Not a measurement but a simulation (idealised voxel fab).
Process module in this document: voxel gate over fins
cross-section cut | 260 nm wide | cells 5 nm
If you're reading a cross-section in this doc, picture square cells in a grid; it comes to you as bands, top ones listed first down to the bottom, and a band can be one or more rows of cells.
Look at the band entry: it leads with the top's height and the bottom's height in nm. Then it lists the materials left to right, with a width in nm for each. The word "throughout" on a single material says that material fills the band edge to edge. The word "empty" is empty space.
Note: height 0 marks the level under which the wafer is uniformly one material as received. Lowest band unbounded below, written "0 -> down".
When a width is written as two numbers, as in "30->40", the first number is the width in the top row of cells of the band and the second is the width in its bottom row, and the width changes by the same amount from each row to the next.
"same as before" (step): cross-section cells unchanged, all of them.
You'll see "closed voids" listing empty spaces that have no way open to the top, as long as they're 8 cells or more; the notation is width x height at distance, where the distance is from the left edge, and all of it is in nm.
What comes after the settings on a step's line is commentary from the simulator itself on that step.
The setting "overlay nm" may be written on the line of a step. When the step uses a mask, the value reports how far to the right of the planned place the mask lay, and a negative value reports that it lay to the left.

## List of planned process steps
1: RECEIVE (material Si)
2: CONFORMAL_DEP (material SiN; thk nm 5)
3: DIRECTIONAL_DEP (material aC; thk nm 15)
4: PATTERN (tone cover; mask id FINS; material resist; width nm 15; pitch nm 40; thk nm 30; overlay nm 0)
5: DIRECTIONAL_ETCH (etch materials aC; depth nm 15)
6: STRIP (etch materials resist)
7: DIRECTIONAL_ETCH (etch materials SiN; depth nm 5)
8: DIRECTIONAL_ETCH (etch materials Si; depth nm 35)
9: STRIP (etch materials aC)
10: OXIDIZE (depth nm 5)
11: FILL_DEP (material SiO2; thk nm 10)
12: CMP (height nm 5)
13: SELECTIVE_ETCH (etch materials SiO2; depth nm 15)
14: STRIP (etch materials SiN)
15: CONFORMAL_DEP (material HfO2; thk nm 5)
16: CONFORMAL_DEP (material TiN; thk nm 5)
17: FILL_DEP (material W; thk nm 15)
18: CMP (height nm 20)
19: CONFORMAL_DEP (material SiCN; thk nm 10)

## Received-state cross-section, reflecting completion of step 1
0 -> down: Si throughout
closed voids: none

## The cross-section shown corresponds to the wafer at the conclusion of the module. The initial structure and the process plan are those presented above; however, one mistake occurred in executing the plan
30 -> 20: SiCN throughout
20 -> 15: W throughout
15 -> 10: TiN throughout
10 -> 0: HfO2 throughout
0 -> down: Si throughout
closed voids: none
Finding, execution versus plan: step 2 was processed under conditions differing from the plan, specifically as CONFORMAL_DEP (material HfO2; thk nm 5)
